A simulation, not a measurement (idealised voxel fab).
A process module follows: voxel transistor to metal.
Section cut is 275 nm wide and gridded with 5 nm square cells.
For the purposes of this document, a cross-section shall be understood as a grid of square cells, specified as bands listed in top-to-bottom order, each band consisting of one or more rows of cells.
Top height, bottom height, nm. Materials left to right, width each, nm. Single material + "edge to edge" = fills band edge to edge. "air" = empty.
Height is counted from the level 0, under which the received wafer is composed throughout of one material. The lowest of the bands is not closed at the bottom but continues downward, in the notation "0 -> down".
Read "30 to 40" as a graded width: first number on top, second number at the bottom, same change between each pair of neighbouring rows.
You'll sometimes find "no modifications" written for a step, and that's the way of saying that nowhere in the cross-section did a cell change during that step.
"Enclosed internal voids" enumerates empty spaces isolated from the top, with no open way to it, that contain at least 8 cells, giving each as width x height at distance from the left edge, all three in nm.
Read whatever lies past the settings on a step's line as the simulator's own remark about the step.
When a step includes a mask, the "overlay nm" setting on its line states how far to the right of its planned place that mask lay, and negative values state how far to the left.

### Here's what the planned process steps look like
1,RECEIVE [material Si]
2,CONFORMAL_DEP [material SiO2] [thk nm 5]
3,CONFORMAL_DEP [material SiN] [thk nm 10]
4,PATTERN [tone cover] [mask id ACTIVE] [material resist] [width nm 105] [pitch nm 125] [thk nm 15] [overlay nm 0]
5,DIRECTIONAL_ETCH [etch materials SiN] [depth nm 10]
6,DIRECTIONAL_ETCH [etch materials SiO2] [depth nm 5]
7,DIRECTIONAL_ETCH [etch materials Si] [depth nm 25]
8,STRIP [etch materials resist]
9,OXIDIZE [depth nm 5]
10,FILL_DEP [material SiO2] [thk nm 10]
11,CMP [height nm 15]
12,SELECTIVE_ETCH [etch materials SiO2] [depth nm 10]
13,STRIP [etch materials SiN]
14,SELECTIVE_ETCH [etch materials SiO2] [depth nm 5]
15,OXIDIZE [depth nm 5]
16,DIRECTIONAL_DEP [material polySi] [thk nm 30]
17,DIRECTIONAL_DEP [material SiCN] [thk nm 10]
18,MASKED_ETCH [tone cover] [mask id GATE] [width nm 25] [pitch nm 125] [etch materials SiCN] [depth nm 20] [overlay nm -5]
19,MASKED_ETCH [tone cover] [mask id GATE] [width nm 25] [pitch nm 125] [etch materials polySi] [depth nm 40] [overlay nm 0]
20,CONFORMAL_DEP [material SiO2] [thk nm 5]
21,DIRECTIONAL_ETCH [etch materials SiO2] [depth nm 5]
22,CONFORMAL_DEP [material SiN] [thk nm 5]
23,DIRECTIONAL_ETCH [etch materials SiN] [depth nm 5]
24,DIRECTIONAL_ETCH [etch materials SiO2] [depth nm 5]
25,DIRECTIONAL_ETCH [etch materials Si] [depth nm 15]
26,EPI [material SiGe] [thk nm 20]
27,FILL_DEP [material SiO2] [thk nm 5]
28,CMP [height nm 30]
29,STRIP [etch materials polySi]
30,SELECTIVE_ETCH [etch materials SiO2] [depth nm 5]
31,CONFORMAL_DEP [material HfO2] [thk nm 5]
32,CONFORMAL_DEP [material TiN] [thk nm 5]
33,FILL_DEP [material W] [thk nm 5]
34,CMP [height nm 25]
35,DIRECTIONAL_DEP [material SiO2] [thk nm 10]
36,PATTERN [tone open] [mask id CONTACT] [material resist] [width nm 20] [thk nm 20] [overlay nm 0]
37,DIRECTIONAL_ETCH [etch materials SiO2] [depth nm 35]
38,STRIP [etch materials resist]
39,CONFORMAL_DEP [material TiN] [thk nm 5]
40,FILL_DEP [material Ru] [thk nm 10]
41,CMP [height nm 35]
42,DIRECTIONAL_DEP [material TiN] [thk nm 5]
43,DIRECTIONAL_DEP [material Ru] [thk nm 25]
44,DIRECTIONAL_DEP [material aC] [thk nm 10]
45,PATTERN [tone cover] [mask id METAL_1] [material resist] [width nm 20] [thk nm 30] [overlay nm 0]
46,DIRECTIONAL_ETCH [etch materials aC] [depth nm 10]
47,STRIP [etch materials resist]
48,DIRECTIONAL_ETCH [etch materials Ru] [depth nm 25]
49,DIRECTIONAL_ETCH [etch materials TiN] [depth nm 5]
50,STRIP [etch materials aC]
51,CONFORMAL_DEP [material SiN] [thk nm 5]
52,FILL_DEP [material lowk] [thk nm 10]
53,CMP [height nm 65]
54,CONFORMAL_DEP [material SiCN] [thk nm 5]
For this document, wafers share an identical start and vary in the step 18 overlay nm; the plan quotes the first wafer's value.

### As-received state after step 1, first of several wafers, cross-section
0 -> down | Si edge to edge
Enclosed internal voids: none

### End of the module, past its last step, step 54: how the first of several wafers looks in cross-section
70 -> 65 | SiCN edge to edge
65 -> 40 | 20 lowk, 5 SiN, 20 Ru, 5 SiN, 45 lowk, 5 SiN, 20 Ru, 5 SiN, 20 lowk, 5 SiN, 20 Ru, 5 SiN, 45 lowk, 5 SiN, 20 Ru, 5 SiN, 25 lowk
40 -> 35 | 25 SiN, 20 TiN, 55 SiN, 20 TiN, 30 SiN, 20 TiN, 55 SiN, 20 TiN, 30 SiN
35 -> 25 | 25 SiO2, 5 TiN, 10 Ru, 5 TiN, 55 SiO2, 5 TiN, 10 Ru, 5 TiN, 30 SiO2, 5 TiN, 10 Ru, 5 TiN, 55 SiO2, 5 TiN, 10 Ru, 5 TiN, 30 SiO2
25 -> 20 | 25 SiO2, 5 TiN, 10 Ru, 5 TiN, 5 SiN, 5 HfO2, 5 TiN, 20 W, 5 TiN, 5 HfO2, 5 SiN, 5 SiO2, 5 TiN, 10 Ru, 5 TiN, 30 SiO2, 5 TiN, 10 Ru, 5 TiN, 5 SiN, 5 HfO2, 5 TiN, 20 W, 5 TiN, 5 HfO2, 5 SiN, 5 SiO2, 5 TiN, 10 Ru, 5 TiN, 30 SiO2
20 -> 15 | 25 SiO2, 20 TiN, 5 SiN, 5 HfO2, 5 TiN, 20 W, 5 TiN, 5 HfO2, 5 SiN, 5 SiO2, 20 TiN, 30 SiO2, 20 TiN, 5 SiN, 5 HfO2, 5 TiN, 20 W, 5 TiN, 5 HfO2, 5 SiN, 5 SiO2, 20 TiN, 30 SiO2
15 -> 5 | 25 SiO2, 20 SiGe, 5 SiN, 5 HfO2, 5 TiN, 20 W, 5 TiN, 5 HfO2, 5 SiN, 20 SiGe, 5 TiN, 30 SiO2, 20 SiGe, 5 SiN, 5 HfO2, 5 TiN, 20 W, 5 TiN, 5 HfO2, 5 SiN, 20 SiGe, 5 TiN, 30 SiO2
5 -> 0 | 25 SiO2, 20 SiGe, 5 SiN, 5 HfO2, 30 TiN, 5 HfO2, 5 SiN, 20 SiGe, 5 TiN, 30 SiO2, 20 SiGe, 5 SiN, 5 HfO2, 30 TiN, 5 HfO2, 5 SiN, 20 SiGe, 5 TiN, 30 SiO2
0 -> -5 | 20 SiO2, 25 SiGe, 5 SiO2, 40 HfO2, 5 SiO2, 30 SiGe, 20 SiO2, 25 SiGe, 5 SiO2, 40 HfO2, 5 SiO2, 30 SiGe, 25 SiO2
-5 -> -20 | 25 SiO2, 20 SiGe, 50 Si, 25 SiGe, 30 SiO2, 20 SiGe, 50 Si, 25 SiGe, 30 SiO2
-20 -> -30 | 25 SiO2, 95 Si, 30 SiO2, 95 Si, 30 SiO2
-30 -> down | Si edge to edge
Enclosed internal voids: none

### End of module: cross-section, last of several wafers
70 -> 65 | SiCN edge to edge
65 -> 40 | 20 lowk, 5 SiN, 20 Ru, 5 SiN, 45 lowk, 5 SiN, 20 Ru, 5 SiN, 20 lowk, 5 SiN, 20 Ru, 5 SiN, 45 lowk, 5 SiN, 20 Ru, 5 SiN, 25 lowk
40 -> 35 | 25 SiN, 20 TiN, 55 SiN, 20 TiN, 30 SiN, 20 TiN, 55 SiN, 20 TiN, 30 SiN
35 -> 25 | 25 SiO2, 5 TiN, 10 Ru, 5 TiN, 55 SiO2, 5 TiN, 10 Ru, 5 TiN, 30 SiO2, 5 TiN, 10 Ru, 5 TiN, 55 SiO2, 5 TiN, 10 Ru, 5 TiN, 30 SiO2
25 -> 20 | 25 SiO2, 5 TiN, 10 Ru, 5 TiN, 5 SiO2, 5 SiN, 5 HfO2, 5 TiN, 20 W, 5 TiN, 5 HfO2, 5 SiN, 5 TiN, 10 Ru, 5 TiN, 30 SiO2, 5 TiN, 10 Ru, 5 TiN, 5 SiO2, 5 SiN, 5 HfO2, 5 TiN, 20 W, 5 TiN, 5 HfO2, 5 SiN, 5 TiN, 10 Ru, 5 TiN, 30 SiO2
20 -> 15 | 25 SiO2, 20 TiN, 5 SiO2, 5 SiN, 5 HfO2, 5 TiN, 20 W, 5 TiN, 5 HfO2, 5 SiN, 20 TiN, 30 SiO2, 20 TiN, 5 SiO2, 5 SiN, 5 HfO2, 5 TiN, 20 W, 5 TiN, 5 HfO2, 5 SiN, 20 TiN, 30 SiO2
15 -> 5 | 25 SiO2, 5 TiN, 20 SiGe, 5 SiN, 5 HfO2, 5 TiN, 20 W, 5 TiN, 5 HfO2, 5 SiN, 20 SiGe, 30 SiO2, 5 TiN, 20 SiGe, 5 SiN, 5 HfO2, 5 TiN, 20 W, 5 TiN, 5 HfO2, 5 SiN, 20 SiGe, 30 SiO2
5 -> 0 | 25 SiO2, 5 TiN, 20 SiGe, 5 SiN, 5 HfO2, 30 TiN, 5 HfO2, 5 SiN, 20 SiGe, 30 SiO2, 5 TiN, 20 SiGe, 5 SiN, 5 HfO2, 30 TiN, 5 HfO2, 5 SiN, 20 SiGe, 30 SiO2
0 -> -5 | 20 SiO2, 30 SiGe, 5 SiO2, 40 HfO2, 5 SiO2, 25 SiGe, 20 SiO2, 30 SiGe, 5 SiO2, 40 HfO2, 5 SiO2, 25 SiGe, 25 SiO2
-5 -> -20 | 25 SiO2, 25 SiGe, 50 Si, 20 SiGe, 30 SiO2, 25 SiGe, 50 Si, 20 SiGe, 30 SiO2
-20 -> -30 | 25 SiO2, 95 Si, 30 SiO2, 95 Si, 30 SiO2
-30 -> down | Si edge to edge
Enclosed internal voids: none

### Below, a row for every wafer. Read it as the end-of-module picture: for each material the wafer shows its cells gained (+) or lost (-) since it was received, and then its closed voids
overlay nm -5, +36 HfO2, +104 Ru, -194 Si, +55 SiCN, +124 SiGe, +99 SiN, +269 SiO2, +90 TiN, +32 W, +155 lowk, Enclosed internal voids: none
overlay nm 0, +34 HfO2, +104 Ru, -200 Si, +55 SiCN, +132 SiGe, +99 SiN, +273 SiO2, +94 TiN, +24 W, +155 lowk, Enclosed internal voids: none
overlay nm 5, +36 HfO2, +104 Ru, -194 Si, +55 SiCN, +124 SiGe, +99 SiN, +269 SiO2, +90 TiN, +32 W, +155 lowk, Enclosed internal voids: none
